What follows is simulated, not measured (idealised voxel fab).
process module | voxel wiring stack
cross-section cut | 195 nm wide | cells 5 nm
A cross-section is a grid of square cells, given in bands from the top down. A band is one or more rows of cells.
Each band's line starts with the height of the band's top and of its bottom, in nm. Then come its materials from left to right, each with its width in nm. One material with "throughout" fills the band from edge to edge. "air" is empty space.
Height 0 is the level under which the wafer as received is all one material. The lowest band goes on downwards, as in "0 down".
A width such as "30 to 40" changes by the same amount from each row of cells to the next, from the band's top row to its bottom row.
"no change" after a step means that no cell of the cross-section changed.
closed voids: empty space of 8 cells or more with no open way to the top, each as width x height at its distance from the left edge, in nm
after a step's settings: what the simulator itself notes on the step
overlay nm, on a step with a mask: how far to the right of its planned place the mask lay; to the left if negative
plan
1 op RECEIVE | material Si
2 op CONFORMAL_DEP | material SiO2 | thk nm 15
3 op CONFORMAL_DEP | material SiCN | thk nm 5
4 op DIRECTIONAL_DEP | material lowk | thk nm 20
5 op MASKED_ETCH | tone open | mask id METAL_1 | width nm 15 | pitch nm 40 | etch materials lowk | depth nm 20 | overlay nm 0
6 op MASKED_ETCH | tone open | mask id METAL_1 | width nm 25 | pitch nm 40 | etch materials SiCN | depth nm 5 | overlay nm 0
7 op CONFORMAL_DEP | material TiN | thk nm 5
8 op FILL_DEP | material Cu | thk nm 10
9 op CMP | height nm 40
10 op EPI | material Ru | thk nm 5
11 op FILL_DEP | material SiCN | thk nm 5
12 op DIRECTIONAL_DEP | material lowk | thk nm 25
13 op DIRECTIONAL_DEP | material aC | thk nm 15
14 op PATTERN | tone open | mask id METAL_2 | material resist | width nm 25 | pitch nm 40 | thk nm 35 | overlay nm 0
15 op DIRECTIONAL_ETCH | etch materials aC | depth nm 15
16 op STRIP | etch materials resist
17 op DIRECTIONAL_ETCH | etch materials lowk | depth nm 15
18 op STRIP | etch materials aC
19 op PATTERN | tone open | mask id METAL_2_HOLES | material resist | width nm 15 | pitch nm 40 | thk nm 20 | overlay nm 0
20 op DIRECTIONAL_ETCH | etch materials lowk | depth nm 10
21 op DIRECTIONAL_ETCH | etch materials SiCN | depth nm 5
22 op STRIP | etch materials resist
23 op CONFORMAL_DEP | material TiN | thk nm 5
24 op FILL_DEP | material Cu | thk nm 10
25 op CMP | height nm 75
26 op CONFORMAL_DEP | material SiCN | thk nm 5
varied across the wafers: width nm of step 5. The plan shows the first wafer's value. All wafers start alike
first wafer as received, after step 1
  0 down: Si throughout
  closed voids: none
each wafer at the end: cells of each material gained (+) or lost (-) since it was received, then its closed voids
width nm 15 | +26 Cu | +10 Ru | +134 SiCN | +117 SiO2 | +52 TiN | +285 lowk | closed voids: none
width nm 20 | +34 Cu | +12 Ru | +130 SiCN | +117 SiO2 | +54 TiN | +277 lowk | closed voids: none
width nm 25 | +42 Cu | +14 Ru | +126 SiCN | +117 SiO2 | +56 TiN | +269 lowk | closed voids: none
